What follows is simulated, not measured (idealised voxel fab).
Process module, titled voxel quadruple lines
140 nm wide, 5 nm square cells: that's cross-section cut.
Cross-section = grid of square cells, listed top down in bands; band = one or more rows.
Basically the band line says how high the top is and how high the bottom is, in nm, and then what's in it from left to right, every material with its width in nm. Empty space shows up as "empty", and if a single material carries "edge to edge" it runs the full band edge to edge.
Zero point of the height axis is 0; under it, received wafer = one material. Lowest band: continues down indefinitely, "0 down".
The width entry "30 to 40" should be interpreted row by row: the top row of cells in the band takes the first number, the bottom row takes the second number, and the change between adjacent rows is uniform throughout.
What does "nothing altered" mean for a step? It means no cell of the cross-section changed in that step.
"Closed void listing": empty spaces of 8 cells or more with no open way to the top, each given as width x height at distance, distance from the left edge, all in nm.
It should be noted that, on the line of a given step, the content following the step's settings is a remark produced by the simulator itself with respect to that step.
The "overlay nm" setting may appear on a step's line; for a step that uses a mask, it gives how far to the right of its planned position the mask lay, and a negative value indicates the left.
# So here's the lineup of process steps we planned
1. RECEIVE, material Si
2. CONFORMAL_DEP, material SiO2, thk nm 5
3. DIRECTIONAL_DEP, material TiN, thk nm 10
4. DIRECTIONAL_DEP, material polySi, thk nm 20
5. DIRECTIONAL_DEP, material aC, thk nm 20
6. PATTERN, tone cover, mask id MANDREL, material resist, width nm 20, pitch nm 60, thk nm 30, overlay nm 0
7. DIRECTIONAL_ETCH, etch materials aC, depth nm 20
8. STRIP, etch materials resist
9. CONFORMAL_DEP, material SiO2, thk nm 10
10. DIRECTIONAL_ETCH, etch materials SiO2, depth nm 10
11. STRIP, etch materials aC
12. DIRECTIONAL_ETCH, etch materials polySi, depth nm 20
13. STRIP, etch materials SiO2
14. CONFORMAL_DEP, material SiCN, thk nm 5
15. DIRECTIONAL_ETCH, etch materials SiCN, depth nm 5
16. STRIP, etch materials polySi
17. DIRECTIONAL_ETCH, etch materials TiN, depth nm 10
18. STRIP, etch materials SiCN
19. FILL_DEP, material lowk, thk nm 10
20. CMP, height nm 15
# The cross-section here shows the wafer as received, i.e. in its state after step 1
	0 down: Si edge to edge
	Closed void listing: none
# First of two wafers at the end of the module, shown in cross-section; run carried out as planned
	15 to 5: 15 of lowk, then 5 of TiN, then 10 of lowk, then 5 of TiN, then 10 of lowk, then 5 of TiN, then 10 of lowk, then 5 of TiN, then 10 of lowk, then 5 of TiN, then 10 of lowk, then 5 of TiN, then 10 of lowk, then 5 of TiN, then 10 of lowk, then 5 of TiN, then 15 of lowk
	5 to 0: SiO2 edge to edge
	0 down: Si edge to edge
	Closed void listing: none
# Cross-section at end of module for the second wafer of two, which matched the first in starting point and plan and differed by one mistake in its processing
	15 to 10: lowk edge to edge
	10 to 0: 15 of lowk, then 5 of TiN, then 10 of lowk, then 5 of TiN, then 10 of lowk, then 5 of TiN, then 10 of lowk, then 5 of TiN, then 10 of lowk, then 5 of TiN, then 10 of lowk, then 5 of TiN, then 10 of lowk, then 5 of TiN, then 10 of lowk, then 5 of TiN, then 15 of lowk
	0 down: Si edge to edge
	Closed void listing: none
Deviation noted in wafer processing: the run left out plan step 2 entirely, so it was never executed
End of process, cell counts, second wafer against first, materials with more or fewer: SiO2: 28 fewer; lowk: 28 more
